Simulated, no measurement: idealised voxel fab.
This section sets out a process module, namely voxel capacitor over wiring.
Cross-section cut: width 160 nm, square cells of 5 nm.
Heads up, the way a cross-section reads in here is a grid of square cells, handed over as bands from the top down, with every band being one or more rows of cells. Heights first: top, then bottom, in nm. Then materials, left to right, each with a width in nm. "everywhere" on a single material: fills the band edge to edge. "air": empty space. Below 0: as-received wafer, all one material; heights counted from there. Lowest band: no bottom, goes on down, written "0 nm and below". Note: "30->40" means the width goes from the first number (top row of the band) to the second number (bottom row) in equal steps per row of cells. Reading "remains unaltered" for a step: not a cell of the cross-section changed in it. Basically, "Sealed void inventory" tells you about the enclosed voids: empty spaces with no open way to the top, 8 cells or bigger, each written width x height at distance, where distance is from the left edge, all in nm. Note: text after step settings on the step line = simulator remark on that step. overlay nm: mask offset rightward from planned place, masked step; negative means leftward offset. Structure of the following material. The material consists of pairs of cross-sections. Each pair comprises the cross-section before one process step and the cross-section after that step, the latter shown only down to the lowest band that changed. The step between the cross-sections is specified beneath each pair, including its settings. Pairs are not necessarily consecutive: they may derive from different runs of this module performed on the same starting wafer. Continuity with the pair above is to be assumed only where the entry headed "Geometry before processing" of the pair in question states it.

Geometry before processing:
	0 nm and below = Si everywhere
	Sealed void inventory: none

Resulting Structure:
	10 nm to 0 nm = SiO2 everywhere
	Everything below 0 is unchanged.
	Sealed void inventory: none
The step that takes the structure from the upper cross-section to the lower one is CONFORMAL_DEP with material SiO2, thk nm 10

Geometry before processing: after-state, pair directly above.

Resulting Structure:
	15 nm to 10 nm = SiCN everywhere
	Everything below 10 is unchanged.
	Sealed void inventory: none
The step that takes the structure from the upper cross-section to the lower one is CONFORMAL_DEP with material SiCN, thk nm 5

Geometry before processing: after-state, pair directly above.

Resulting Structure:
	40 nm to 15 nm = SiO2 everywhere
	Everything below 15 is unchanged.
	Sealed void inventory: none
The step that takes the structure from the upper cross-section to the lower one is DIRECTIONAL_DEP with material SiO2, thk nm 25

Geometry before processing: after-state, pair directly above.

Resulting Structure:
	40 nm to 15 nm = SiO2=30 / air=20 / SiO2=55 / air=20 / SiO2=35
	Everything below 15 is unchanged.
	Sealed void inventory: none
The step that takes the structure from the upper cross-section to the lower one is MASKED_ETCH with tone open, mask id METAL_1, width nm 20, pitch nm 75, etch materials SiO2, depth nm 25, overlay nm 0

Geometry before processing: after-state, pair directly above.

Resulting Structure:
	40 nm to 15 nm = SiO2=30 / air=20 / SiO2=55 / air=20 / SiO2=35
	15 nm to 10 nm = SiCN=30 / air=20 / SiCN=55 / air=20 / SiCN=35
	Everything below 10 is unchanged.
	Sealed void inventory: none
The step that takes the structure from the upper cross-section to the lower one is MASKED_ETCH with tone open, mask id METAL_1, width nm 20, pitch nm 75, etch materials SiCN, depth nm 5, overlay nm 0

Geometry before processing: after-state, pair directly above.

Resulting Structure:
	45 nm to 40 nm = TiN=35 / air=10 / TiN=65 / air=10 / TiN=40
	40 nm to 15 nm = SiO2=30 / TiN=5 / air=10 / TiN=5 / SiO2=55 / TiN=5 / air=10 / TiN=5 / SiO2=35
	15 nm to 10 nm = SiCN=30 / TiN=20 / SiCN=55 / TiN=20 / SiCN=35
	Everything below 10 is unchanged.
	Sealed void inventory: none
The step that takes the structure from the upper cross-section to the lower one is CONFORMAL_DEP with material TiN, thk nm 5

Geometry before processing: after-state, pair directly above.

Resulting Structure:
	50 nm to 45 nm = Cu everywhere
	45 nm to 40 nm = TiN=35 / Cu=10 / TiN=65 / Cu=10 / TiN=40
	40 nm to 15 nm = SiO2=30 / TiN=5 / Cu=10 / TiN=5 / SiO2=55 / TiN=5 / Cu=10 / TiN=5 / SiO2=35
	Everything below 15 is unchanged.
	Sealed void inventory: none
The step that takes the structure from the upper cross-section to the lower one is FILL_DEP with material Cu, thk nm 5

Geometry before processing: after-state, pair directly above.

Resulting Structure:
	40 nm to 15 nm = SiO2=30 / TiN=5 / Cu=10 / TiN=5 / SiO2=55 / TiN=5 / Cu=10 / TiN=5 / SiO2=35
	Everything below 15 is unchanged.
	Sealed void inventory: none
The step that takes the structure from the upper cross-section to the lower one is CMP with height nm 40

Geometry before processing: after-state, pair directly above.

Resulting Structure:
	45 nm to 40 nm = SiCN everywhere
	Everything below 40 is unchanged.
	Sealed void inventory: none
The step that takes the structure from the upper cross-section to the lower one is CONFORMAL_DEP with material SiCN, thk nm 5

Geometry before processing: after-state, pair directly above.

Resulting Structure:
	65 nm to 45 nm = lowk everywhere
	Everything below 45 is unchanged.
	Sealed void inventory: none
The step that takes the structure from the upper cross-section to the lower one is DIRECTIONAL_DEP with material lowk, thk nm 20

Geometry before processing: after-state, pair directly above.

Resulting Structure:
	80 nm to 65 nm = aC everywhere
	Everything below 65 is unchanged.
	Sealed void inventory: none
The step that takes the structure from the upper cross-section to the lower one is DIRECTIONAL_DEP with material aC, thk nm 15

Geometry before processing: after-state, pair directly above.

Resulting Structure:
	115 nm to 80 nm = resist=35 / air=15 / resist=110
	Everything below 80 is unchanged.
	Sealed void inventory: none
The step that takes the structure from the upper cross-section to the lower one is PATTERN with tone open, mask id PLUG_1, material resist, width nm 15, thk nm 35, overlay nm 0

Geometry before processing: after-state, pair directly above.

Resulting Structure:
	100 nm to 80 nm = resist=35 / air=15 / resist=110
	80 nm to 65 nm = aC=35 / air=15 / aC=110
	Everything below 65 is unchanged.
	Sealed void inventory: none
The step that takes the structure from the upper cross-section to the lower one is DIRECTIONAL_ETCH with etch materials aC, depth nm 15

Geometry before processing: after-state, pair directly above.

Resulting Structure:
	80 nm to 65 nm = aC=35 / air=15 / aC=110
	Everything below 65 is unchanged.
	Sealed void inventory: none
The step that takes the structure from the upper cross-section to the lower one is STRIP with etch materials resist

Geometry before processing: after-state, pair directly above.

Resulting Structure:
	80 nm to 65 nm = aC=35 / air=15 / aC=110
	65 nm to 45 nm = lowk=35 / air=15 / lowk=110
	Everything below 45 is unchanged.
	Sealed void inventory: none
The step that takes the structure from the upper cross-section to the lower one is DIRECTIONAL_ETCH with etch materials lowk, depth nm 20

Geometry before processing: after-state, pair directly above.

Resulting Structure:
	80 nm to 65 nm = aC=35 / air=15 / aC=110
	65 nm to 45 nm = lowk=35 / air=15 / lowk=110
	45 nm to 40 nm = SiCN=35 / air=15 / SiCN=110
	Everything below 40 is unchanged.
	Sealed void inventory: none
The step that takes the structure from the upper cross-section to the lower one is DIRECTIONAL_ETCH with etch materials SiCN, depth nm 5

Geometry before processing: after-state, pair directly above.

Resulting Structure:
	65 nm to 45 nm = lowk=35 / air=15 / lowk=110
	Everything below 45 is unchanged.
	Sealed void inventory: none
The step that takes the structure from the upper cross-section to the lower one is STRIP with etch materials aC

Geometry before processing: after-state, pair directly above.

Resulting Structure:
	65 nm to 50 nm = lowk=35 / air=15 / lowk=110
	50 nm to 45 nm = lowk=35 / Ru=15 / lowk=110
	45 nm to 40 nm = SiCN=35 / Ru=15 / SiCN=110
	Everything below 40 is unchanged.
	Sealed void inventory: none
The step that takes the structure from the upper cross-section to the lower one is EPI with material Ru, thk nm 10

Geometry before processing: after-state, pair directly above.

Resulting Structure:
	65 nm to 60 nm = lowk=35 / air=15 / lowk=110
	60 nm to 45 nm = lowk=35 / Ru=15 / lowk=110
	Everything below 45 is unchanged.
	Sealed void inventory: none
The step that takes the structure from the upper cross-section to the lower one is EPI with material Ru, thk nm 10

Geometry before processing: after-state, pair directly above.

Resulting Structure:
	65 nm to 45 nm = lowk=35 / Ru=15 / lowk=110
	Everything below 45 is unchanged.
	Sealed void inventory: none
The step that takes the structure from the upper cross-section to the lower one is EPI with material Ru, thk nm 5

Geometry before processing: after-state, pair directly above.

Resulting Structure:
	75 nm to 65 nm = TiN everywhere
	Everything below 65 is unchanged.
	Sealed void inventory: none
The step that takes the structure from the upper cross-section to the lower one is DIRECTIONAL_DEP with material TiN, thk nm 10

Geometry before processing: after-state, pair directly above.

Resulting Structure:
	80 nm to 75 nm = Al2O3 everywhere
	Everything below 75 is unchanged.
	Sealed void inventory: none
The step that takes the structure from the upper cross-section to the lower one is DIRECTIONAL_DEP with material Al2O3, thk nm 5

Geometry before processing: after-state, pair directly above.

Resulting Structure:
	85 nm to 80 nm = TiN everywhere
	Everything below 80 is unchanged.
	Sealed void inventory: none
The step that takes the structure from the upper cross-section to the lower one is DIRECTIONAL_DEP with material TiN, thk nm 5

Geometry before processing: after-state, pair directly above.

Resulting Structure:
	100 nm to 85 nm = air=35 / resist=60 / air=65
	Everything below 85 is unchanged.
	Sealed void inventory: none
The step that takes the structure from the upper cross-section to the lower one is PATTERN with tone cover, mask id UPPER_PLATE, material resist, width nm 60, thk nm 15, overlay nm 0

Geometry before processing: after-state, pair directly above.

Resulting Structure:
	100 nm to 85 nm = air=35 / resist=60 / air=65
	85 nm to 80 nm = air=35 / TiN=60 / air=65
	Everything below 80 is unchanged.
	Sealed void inventory: none
The step that takes the structure from the upper cross-section to the lower one is DIRECTIONAL_ETCH with etch materials TiN, depth nm 5

Geometry before processing: after-state, pair directly above.

Resulting Structure:
	100 nm to 85 nm = air=35 / resist=60 / air=65
	85 nm to 80 nm = air=35 / TiN=60 / air=65
	80 nm to 75 nm = air=35 / Al2O3=60 / air=65
	Everything below 75 is unchanged.
	Sealed void inventory: none
The step that takes the structure from the upper cross-section to the lower one is DIRECTIONAL_ETCH with etch materials Al2O3, depth nm 5

Geometry before processing: after-state, pair directly above.

Resulting Structure:
	85 nm to 80 nm = air=35 / TiN=60 / air=65
	Everything below 80 is unchanged.
	Sealed void inventory: none
The step that takes the structure from the upper cross-section to the lower one is STRIP with etch materials resist

Geometry before processing: after-state, pair directly above.

Resulting Structure:
	100 nm to 85 nm = air=30 / resist=70 / air=60
	85 nm to 80 nm = air=30 / resist=5 / TiN=60 / resist=5 / air=60
	80 nm to 75 nm = air=30 / resist=5 / Al2O3=60 / resist=5 / air=60
	Everything below 75 is unchanged.
	Sealed void inventory: none
The step that takes the structure from the upper cross-section to the lower one is PATTERN with tone cover, mask id LOWER_PLATE, material resist, width nm 70, thk nm 15, overlay nm 0

Geometry before processing: after-state, pair directly above.

Resulting Structure:
	100 nm to 85 nm = air=30 / resist=70 / air=60
	85 nm to 80 nm = air=30 / resist=5 / TiN=60 / resist=5 / air=60
	80 nm to 75 nm = air=30 / resist=5 / Al2O3=60 / resist=5 / air=60
	75 nm to 65 nm = air=30 / TiN=70 / air=60
	Everything below 65 is unchanged.
	Sealed void inventory: none
The step that takes the structure from the upper cross-section to the lower one is DIRECTIONAL_ETCH with etch materials TiN, depth nm 10

Geometry before processing: after-state, pair directly above.

Resulting Structure:
	85 nm to 80 nm = air=35 / TiN=60 / air=65
	80 nm to 75 nm = air=35 / Al2O3=60 / air=65
	Everything below 75 is unchanged.
	Sealed void inventory: none
The step that takes the structure from the upper cross-section to the lower one is STRIP with etch materials resist

Geometry before processing: after-state, pair directly above.

Resulting Structure:
	105 nm to 85 nm = SiO2 everywhere
	85 nm to 80 nm = SiO2=35 / TiN=60 / SiO2=65
	80 nm to 75 nm = SiO2=35 / Al2O3=60 / SiO2=65
	75 nm to 65 nm = SiO2=30 / TiN=70 / SiO2=60
	Everything below 65 is unchanged.
	Sealed void inventory: none
The step that takes the structure from the upper cross-section to the lower one is FILL_DEP with material SiO2, thk nm 20

Geometry before processing: after-state, pair directly above.

Resulting Structure:
	100 nm to 85 nm = SiO2 everywhere
	Everything below 85 is unchanged.
	Sealed void inventory: none
The step that takes the structure from the upper cross-section to the lower one is CMP with height nm 100

Geometry before processing: after-state, pair directly above.

Resulting Structure:
	115 nm to 100 nm = aC everywhere
	Everything below 100 is unchanged.
	Sealed void inventory: none
The step that takes the structure from the upper cross-section to the lower one is DIRECTIONAL_DEP with material aC, thk nm 15

Geometry before processing: after-state, pair directly above.

Resulting Structure:
	145 nm to 115 nm = resist=45 / air=15 / resist=100
	Everything below 115 is unchanged.
	Sealed void inventory: none
The step that takes the structure from the upper cross-section to the lower one is PATTERN with tone open, mask id PLUG_2, material resist, width nm 15, thk nm 30, overlay nm 0

Geometry before processing: after-state, pair directly above.

Resulting Structure:
	130 nm to 115 nm = resist=45 / air=15 / resist=100
	115 nm to 100 nm = aC=45 / air=15 / aC=100
	Everything below 100 is unchanged.
	Sealed void inventory: none
The step that takes the structure from the upper cross-section to the lower one is DIRECTIONAL_ETCH with etch materials aC, depth nm 15

Geometry before processing: after-state, pair directly above.

Resulting Structure:
	115 nm to 100 nm = aC=45 / air=15 / aC=100
	Everything below 100 is unchanged.
	Sealed void inventory: none
The step that takes the structure from the upper cross-section to the lower one is STRIP with etch materials resist

Geometry before processing: after-state, pair directly above.

Resulting Structure:
	115 nm to 100 nm = aC=45 / air=15 / aC=100
	100 nm to 85 nm = SiO2=45 / air=15 / SiO2=100
	Everything below 85 is unchanged.
	Sealed void inventory: none
The step that takes the structure from the upper cross-section to the lower one is DIRECTIONAL_ETCH with etch materials SiO2, depth nm 15

Geometry before processing: after-state, pair directly above.

Resulting Structure:
	100 nm to 85 nm = SiO2=45 / air=15 / SiO2=100
	Everything below 85 is unchanged.
	Sealed void inventory: none
The step that takes the structure from the upper cross-section to the lower one is STRIP with etch materials aC

Geometry before processing: after-state, pair directly above.

Resulting Structure:
	105 nm to 100 nm = TiN=50 / air=5 / TiN=105
	100 nm to 90 nm = SiO2=45 / TiN=5 / air=5 / TiN=5 / SiO2=100
	90 nm to 80 nm = SiO2=45->35 / TiN=15->60 / SiO2=100->65
	Everything below 80 is unchanged.
	Sealed void inventory: none
The step that takes the structure from the upper cross-section to the lower one is CONFORMAL_DEP with material TiN, thk nm 5

Geometry before processing: after-state, pair directly above.

Resulting Structure:
	110 nm to 105 nm = Cu everywhere
	105 nm to 100 nm = TiN=50 / Cu=5 / TiN=105
	100 nm to 90 nm = SiO2=45 / TiN=5 / Cu=5 / TiN=5 / SiO2=100
	Everything below 90 is unchanged.
	Sealed void inventory: none
The step that takes the structure from the upper cross-section to the lower one is FILL_DEP with material Cu, thk nm 5

Geometry before processing: after-state, pair directly above.

Resulting Structure:
	100 nm to 90 nm = SiO2=45 / TiN=5 / Cu=5 / TiN=5 / SiO2=100
	Everything below 90 is unchanged.
	Sealed void inventory: none
The step that takes the structure from the upper cross-section to the lower one is CMP with height nm 100

Geometry before processing: after-state, pair directly above.

Resulting Structure:
	105 nm to 100 nm = SiCN everywhere
	Everything below 100 is unchanged.
	Sealed void inventory: none
The step that takes the structure from the upper cross-section to the lower one is CONFORMAL_DEP with material SiCN, thk nm 5

Geometry before processing:
	0 nm and below = Si everywhere
	Sealed void inventory: none

Resulting Structure:
	5 nm to 0 nm = SiCN everywhere
	Everything below 0 is unchanged.
	Sealed void inventory: none
The step that takes the structure from the upper cross-section to the lower one is CONFORMAL_DEP with material SiCN, thk nm 5

Geometry before processing: after-state, pair directly above.

Resulting Structure:
	30 nm to 5 nm = SiO2 everywhere
	Everything below 5 is unchanged.
	Sealed void inventory: none
The step that takes the structure from the upper cross-section to the lower one is DIRECTIONAL_DEP with material SiO2, thk nm 25

Geometry before processing: after-state, pair directly above.

Resulting Structure:
	30 nm to 5 nm = SiO2=30 / air=20 / SiO2=55 / air=20 / SiO2=35
	Everything below 5 is unchanged.
	Sealed void inventory: none
The step that takes the structure from the upper cross-section to the lower one is MASKED_ETCH with tone open, mask id METAL_1, width nm 20, pitch nm 75, etch materials SiO2, depth nm 25, overlay nm 0

Geometry before processing: after-state, pair directly above.

Resulting Structure:
	30 nm to 5 nm = SiO2=30 / air=20 / SiO2=55 / air=20 / SiO2=35
	5 nm to 0 nm = SiCN=30 / air=20 / SiCN=55 / air=20 / SiCN=35
	Everything below 0 is unchanged.
	Sealed void inventory: none
The step that takes the structure from the upper cross-section to the lower one is MASKED_ETCH with tone open, mask id METAL_1, width nm 20, pitch nm 75, etch materials SiCN, depth nm 5, overlay nm 0

Geometry before processing: after-state, pair directly above.

Resulting Structure:
	35 nm to 30 nm = TiN=35 / air=10 / TiN=65 / air=10 / TiN=40
	30 nm to 5 nm = SiO2=30 / TiN=5 / air=10 / TiN=5 / SiO2=55 / TiN=5 / air=10 / TiN=5 / SiO2=35
	5 nm to 0 nm = SiCN=30 / TiN=20 / SiCN=55 / TiN=20 / SiCN=35
	Everything below 0 is unchanged.
	Sealed void inventory: none
The step that takes the structure from the upper cross-section to the lower one is CONFORMAL_DEP with material TiN, thk nm 5

Geometry before processing: after-state, pair directly above.

Resulting Structure:
	40 nm to 35 nm = Cu everywhere
	35 nm to 30 nm = TiN=35 / Cu=10 / TiN=65 / Cu=10 / TiN=40
	30 nm to 5 nm = SiO2=30 / TiN=5 / Cu=10 / TiN=5 / SiO2=55 / TiN=5 / Cu=10 / TiN=5 / SiO2=35
	Everything below 5 is unchanged.
	Sealed void inventory: none
The step that takes the structure from the upper cross-section to the lower one is FILL_DEP with material Cu, thk nm 5

Geometry before processing: after-state, pair directly above.

Resulting Structure:
	45 nm to 40 nm = SiCN everywhere
	Everything below 40 is unchanged.
	Sealed void inventory: none
The step that takes the structure from the upper cross-section to the lower one is CONFORMAL_DEP with material SiCN, thk nm 5

Geometry before processing: after-state, pair directly above.

Resulting Structure:
	65 nm to 45 nm = lowk everywhere
	Everything below 45 is unchanged.
	Sealed void inventory: none
The step that takes the structure from the upper cross-section to the lower one is DIRECTIONAL_DEP with material lowk, thk nm 20

Geometry before processing: after-state, pair directly above.

Resulting Structure:
	80 nm to 65 nm = aC everywhere
	Everything below 65 is unchanged.
	Sealed void inventory: none
The step that takes the structure from the upper cross-section to the lower one is DIRECTIONAL_DEP with material aC, thk nm 15

Geometry before processing: after-state, pair directly above.

Resulting Structure:
	115 nm to 80 nm = resist=35 / air=15 / resist=110
	Everything below 80 is unchanged.
	Sealed void inventory: none
The step that takes the structure from the upper cross-section to the lower one is PATTERN with tone open, mask id PLUG_1, material resist, width nm 15, thk nm 35, overlay nm 0

Geometry before processing: after-state, pair directly above.

Resulting Structure:
	100 nm to 80 nm = resist=35 / air=15 / resist=110
	80 nm to 65 nm = aC=35 / air=15 / aC=110
	Everything below 65 is unchanged.
	Sealed void inventory: none
The step that takes the structure from the upper cross-section to the lower one is DIRECTIONAL_ETCH with etch materials aC, depth nm 15

Geometry before processing: after-state, pair directly above.

Resulting Structure:
	80 nm to 65 nm = aC=35 / air=15 / aC=110
	Everything below 65 is unchanged.
	Sealed void inventory: none
The step that takes the structure from the upper cross-section to the lower one is STRIP with etch materials resist

Geometry before processing: after-state, pair directly above.

Resulting Structure:
	80 nm to 65 nm = aC=35 / air=15 / aC=110
	65 nm to 45 nm = lowk=35 / air=15 / lowk=110
	Everything below 45 is unchanged.
	Sealed void inventory: none
The step that takes the structure from the upper cross-section to the lower one is DIRECTIONAL_ETCH with etch materials lowk, depth nm 20

Geometry before processing: after-state, pair directly above.

Resulting Structure:
	80 nm to 65 nm = aC=35 / air=15 / aC=110
	65 nm to 45 nm = lowk=35 / air=15 / lowk=110
	45 nm to 40 nm = SiCN=35 / air=15 / SiCN=110
	Everything below 40 is unchanged.
	Sealed void inventory: none
The step that takes the structure from the upper cross-section to the lower one is DIRECTIONAL_ETCH with etch materials SiCN, depth nm 5

Geometry before processing: after-state, pair directly above.

Resulting Structure:
	65 nm to 45 nm = lowk=35 / air=15 / lowk=110
	Everything below 45 is unchanged.
	Sealed void inventory: none
The step that takes the structure from the upper cross-section to the lower one is STRIP with etch materials aC

Geometry before processing: after-state, pair directly above.

Resulting Structure:
	65 nm to 50 nm = lowk=35 / air=15 / lowk=110
	50 nm to 45 nm = lowk=35 / Ru=15 / lowk=110
	45 nm to 40 nm = SiCN=35 / Ru=15 / SiCN=110
	Everything below 40 is unchanged.
	Sealed void inventory: none
The step that takes the structure from the upper cross-section to the lower one is EPI with material Ru, thk nm 10

Geometry before processing: after-state, pair directly above.

Resulting Structure:
	65 nm to 60 nm = lowk=35 / air=15 / lowk=110
	60 nm to 45 nm = lowk=35 / Ru=15 / lowk=110
	Everything below 45 is unchanged.
	Sealed void inventory: none
The step that takes the structure from the upper cross-section to the lower one is EPI with material Ru, thk nm 10

Geometry before processing: after-state, pair directly above.

Resulting Structure:
	65 nm to 45 nm = lowk=35 / Ru=15 / lowk=110
	Everything below 45 is unchanged.
	Sealed void inventory: none
The step that takes the structure from the upper cross-section to the lower one is EPI with material Ru, thk nm 5

Geometry before processing: after-state, pair directly above.

Resulting Structure:
	75 nm to 65 nm = TiN everywhere
	Everything below 65 is unchanged.
	Sealed void inventory: none
The step that takes the structure from the upper cross-section to the lower one is DIRECTIONAL_DEP with material TiN, thk nm 10

Geometry before processing: after-state, pair directly above.

Resulting Structure:
	80 nm to 75 nm = Al2O3 everywhere
	Everything below 75 is unchanged.
	Sealed void inventory: none
The step that takes the structure from the upper cross-section to the lower one is DIRECTIONAL_DEP with material Al2O3, thk nm 5

Geometry before processing: after-state, pair directly above.

Resulting Structure:
	85 nm to 80 nm = TiN everywhere
	Everything below 80 is unchanged.
	Sealed void inventory: none
The step that takes the structure from the upper cross-section to the lower one is DIRECTIONAL_DEP with material TiN, thk nm 5

Geometry before processing: after-state, pair directly above.

Resulting Structure:
	100 nm to 85 nm = air=35 / resist=60 / air=65
	Everything below 85 is unchanged.
	Sealed void inventory: none
The step that takes the structure from the upper cross-section to the lower one is PATTERN with tone cover, mask id UPPER_PLATE, material resist, width nm 60, thk nm 15, overlay nm 0

Geometry before processing: after-state, pair directly above.

Resulting Structure:
	100 nm to 85 nm = air=35 / resist=60 / air=65
	85 nm to 80 nm = air=35 / TiN=60 / air=65
	Everything below 80 is unchanged.
	Sealed void inventory: none
The step that takes the structure from the upper cross-section to the lower one is DIRECTIONAL_ETCH with etch materials TiN, depth nm 5

Geometry before processing: after-state, pair directly above.

Resulting Structure:
	100 nm to 85 nm = air=35 / resist=60 / air=65
	85 nm to 80 nm = air=35 / TiN=60 / air=65
	80 nm to 75 nm = air=35 / Al2O3=60 / air=65
	Everything below 75 is unchanged.
	Sealed void inventory: none
The step that takes the structure from the upper cross-section to the lower one is DIRECTIONAL_ETCH with etch materials Al2O3, depth nm 5

Geometry before processing: after-state, pair directly above.

Resulting Structure:
	85 nm to 80 nm = air=35 / TiN=60 / air=65
	Everything below 80 is unchanged.
	Sealed void inventory: none
The step that takes the structure from the upper cross-section to the lower one is STRIP with etch materials resist

Geometry before processing: after-state, pair directly above.

Resulting Structure:
	100 nm to 85 nm = air=30 / resist=70 / air=60
	85 nm to 80 nm = air=30 / resist=5 / TiN=60 / resist=5 / air=60
	80 nm to 75 nm = air=30 / resist=5 / Al2O3=60 / resist=5 / air=60
	Everything below 75 is unchanged.
	Sealed void inventory: none
The step that takes the structure from the upper cross-section to the lower one is PATTERN with tone cover, mask id LOWER_PLATE, material resist, width nm 70, thk nm 15, overlay nm 0

Geometry before processing: after-state, pair directly above.

Resulting Structure:
	100 nm to 85 nm = air=30 / resist=70 / air=60
	85 nm to 80 nm = air=30 / resist=5 / TiN=60 / resist=5 / air=60
	80 nm to 75 nm = air=30 / resist=5 / Al2O3=60 / resist=5 / air=60
	75 nm to 65 nm = air=30 / TiN=70 / air=60
	Everything below 65 is unchanged.
	Sealed void inventory: none
The step that takes the structure from the upper cross-section to the lower one is DIRECTIONAL_ETCH with etch materials TiN, depth nm 10

Geometry before processing: after-state, pair directly above.

Resulting Structure:
	85 nm to 80 nm = air=35 / TiN=60 / air=65
	80 nm to 75 nm = air=35 / Al2O3=60 / air=65
	Everything below 75 is unchanged.
	Sealed void inventory: none
The step that takes the structure from the upper cross-section to the lower one is STRIP with etch materials resist

Geometry before processing: after-state, pair directly above.

Resulting Structure:
	105 nm to 85 nm = SiO2 everywhere
	85 nm to 80 nm = SiO2=35 / TiN=60 / SiO2=65
	80 nm to 75 nm = SiO2=35 / Al2O3=60 / SiO2=65
	75 nm to 65 nm = SiO2=30 / TiN=70 / SiO2=60
	Everything below 65 is unchanged.
	Sealed void inventory: none
The step that takes the structure from the upper cross-section to the lower one is FILL_DEP with material SiO2, thk nm 20

Geometry before processing: after-state, pair directly above.

Resulting Structure:
	100 nm to 85 nm = SiO2 everywhere
	Everything below 85 is unchanged.
	Sealed void inventory: none
The step that takes the structure from the upper cross-section to the lower one is CMP with height nm 100

Geometry before processing: after-state, pair directly above.

Resulting Structure:
	115 nm to 100 nm = aC everywhere
	Everything below 100 is unchanged.
	Sealed void inventory: none
The step that takes the structure from the upper cross-section to the lower one is DIRECTIONAL_DEP with material aC, thk nm 15

Geometry before processing: after-state, pair directly above.

Resulting Structure:
	145 nm to 115 nm = resist=45 / air=15 / resist=100
	Everything below 115 is unchanged.
	Sealed void inventory: none
The step that takes the structure from the upper cross-section to the lower one is PATTERN with tone open, mask id PLUG_2, material resist, width nm 15, thk nm 30, overlay nm 0

Geometry before processing: after-state, pair directly above.

Resulting Structure:
	130 nm to 115 nm = resist=45 / air=15 / resist=100
	115 nm to 100 nm = aC=45 / air=15 / aC=100
	Everything below 100 is unchanged.
	Sealed void inventory: none
The step that takes the structure from the upper cross-section to the lower one is DIRECTIONAL_ETCH with etch materials aC, depth nm 15

Geometry before processing: after-state, pair directly above.

Resulting Structure:
	115 nm to 100 nm = aC=45 / air=15 / aC=100
	Everything below 100 is unchanged.
	Sealed void inventory: none
The step that takes the structure from the upper cross-section to the lower one is STRIP with etch materials resist

Geometry before processing: after-state, pair directly above.

Resulting Structure:
	115 nm to 100 nm = aC=45 / air=15 / aC=100
	100 nm to 85 nm = SiO2=45 / air=15 / SiO2=100
	Everything below 85 is unchanged.
	Sealed void inventory: none
The step that takes the structure from the upper cross-section to the lower one is DIRECTIONAL_ETCH with etch materials SiO2, depth nm 15

Geometry before processing: after-state, pair directly above.

Resulting Structure:
	100 nm to 85 nm = SiO2=45 / air=15 / SiO2=100
	Everything below 85 is unchanged.
	Sealed void inventory: none
The step that takes the structure from the upper cross-section to the lower one is STRIP with etch materials aC

Geometry before processing: after-state, pair directly above.

Resulting Structure:
	105 nm to 100 nm = TiN=50 / air=5 / TiN=105
	100 nm to 90 nm = SiO2=45 / TiN=5 / air=5 / TiN=5 / SiO2=100
	90 nm to 80 nm = SiO2=45->35 / TiN=15->60 / SiO2=100->65
	Everything below 80 is unchanged.
	Sealed void inventory: none
The step that takes the structure from the upper cross-section to the lower one is CONFORMAL_DEP with material TiN, thk nm 5

Geometry before processing: after-state, pair directly above.

Resulting Structure:
	110 nm to 105 nm = Cu everywhere
	105 nm to 100 nm = TiN=50 / Cu=5 / TiN=105
	100 nm to 90 nm = SiO2=45 / TiN=5 / Cu=5 / TiN=5 / SiO2=100
	Everything below 90 is unchanged.
	Sealed void inventory: none
The step that takes the structure from the upper cross-section to the lower one is FILL_DEP with material Cu, thk nm 5

Geometry before processing: after-state, pair directly above.

Resulting Structure:
	100 nm to 90 nm = SiO2=45 / TiN=5 / Cu=5 / TiN=5 / SiO2=100
	Everything below 90 is unchanged.
	Sealed void inventory: none
The step that takes the structure from the upper cross-section to the lower one is CMP with height nm 100

Geometry before processing: after-state, pair directly above.

Resulting Structure:
	105 nm to 100 nm = SiCN everywhere
	Everything below 100 is unchanged.
	Sealed void inventory: none
The step that takes the structure from the upper cross-section to the lower one is CONFORMAL_DEP with material SiCN, thk nm 5

Geometry before processing:
	65 nm to 45 nm = lowk everywhere
	45 nm to 40 nm = SiCN everywhere
	40 nm to 15 nm = SiO2=30 / TiN=5 / Cu=10 / TiN=5 / SiO2=55 / TiN=5 / Cu=10 / TiN=5 / SiO2=35
	15 nm to 10 nm = SiCN=30 / TiN=20 / SiCN=55 / TiN=20 / SiCN=35
	10 nm to 0 nm = SiO2 everywhere
	0 nm and below = Si everywhere
	Sealed void inventory: none

Resulting Structure:
	85 nm to 45 nm = lowk everywhere
	Everything below 45 is unchanged.
	Sealed void inventory: none
The step that takes the structure from the upper cross-section to the lower one is DIRECTIONAL_DEP with material lowk, thk nm 20

Geometry before processing: after-state, pair directly above.

Resulting Structure:
	100 nm to 85 nm = aC everywhere
	Everything below 85 is unchanged.
	Sealed void inventory: none
The step that takes the structure from the upper cross-section to the lower one is DIRECTIONAL_DEP with material aC, thk nm 15

Geometry before processing: after-state, pair directly above.

Resulting Structure:
	135 nm to 100 nm = resist=35 / air=15 / resist=110
	Everything below 100 is unchanged.
	Sealed void inventory: none
The step that takes the structure from the upper cross-section to the lower one is PATTERN with tone open, mask id PLUG_1, material resist, width nm 15, thk nm 35, overlay nm 0

Geometry before processing: after-state, pair directly above.

Resulting Structure:
	120 nm to 100 nm = resist=35 / air=15 / resist=110
	100 nm to 85 nm = aC=35 / air=15 / aC=110
	Everything below 85 is unchanged.
	Sealed void inventory: none
The step that takes the structure from the upper cross-section to the lower one is DIRECTIONAL_ETCH with etch materials aC, depth nm 15

Geometry before processing: after-state, pair directly above.

Resulting Structure:
	100 nm to 85 nm = aC=35 / air=15 / aC=110
	Everything below 85 is unchanged.
	Sealed void inventory: none
The step that takes the structure from the upper cross-section to the lower one is STRIP with etch materials resist

Geometry before processing: after-state, pair directly above.

Resulting Structure:
	100 nm to 85 nm = aC=35 / air=15 / aC=110
	85 nm to 65 nm = lowk=35 / air=15 / lowk=110
	Everything below 65 is unchanged.
	Sealed void inventory: none
The step that takes the structure from the upper cross-section to the lower one is DIRECTIONAL_ETCH with etch materials lowk, depth nm 20

Geometry before processing: after-state, pair directly above.

Resulting Structure:
	85 nm to 65 nm = lowk=35 / air=15 / lowk=110
	Everything below 65 is unchanged.
	Sealed void inventory: none
The step that takes the structure from the upper cross-section to the lower one is STRIP with etch materials aC

Geometry before processing: after-state, pair directly above.

Resulting Structure:
	95 nm to 85 nm = TiN=35 / air=15 / TiN=110
	85 nm to 75 nm = lowk=35 / air=15 / lowk=110
	75 nm to 65 nm = lowk=35 / TiN=15 / lowk=110
	Everything below 65 is unchanged.
	Sealed void inventory: none
The step that takes the structure from the upper cross-section to the lower one is DIRECTIONAL_DEP with material TiN, thk nm 10
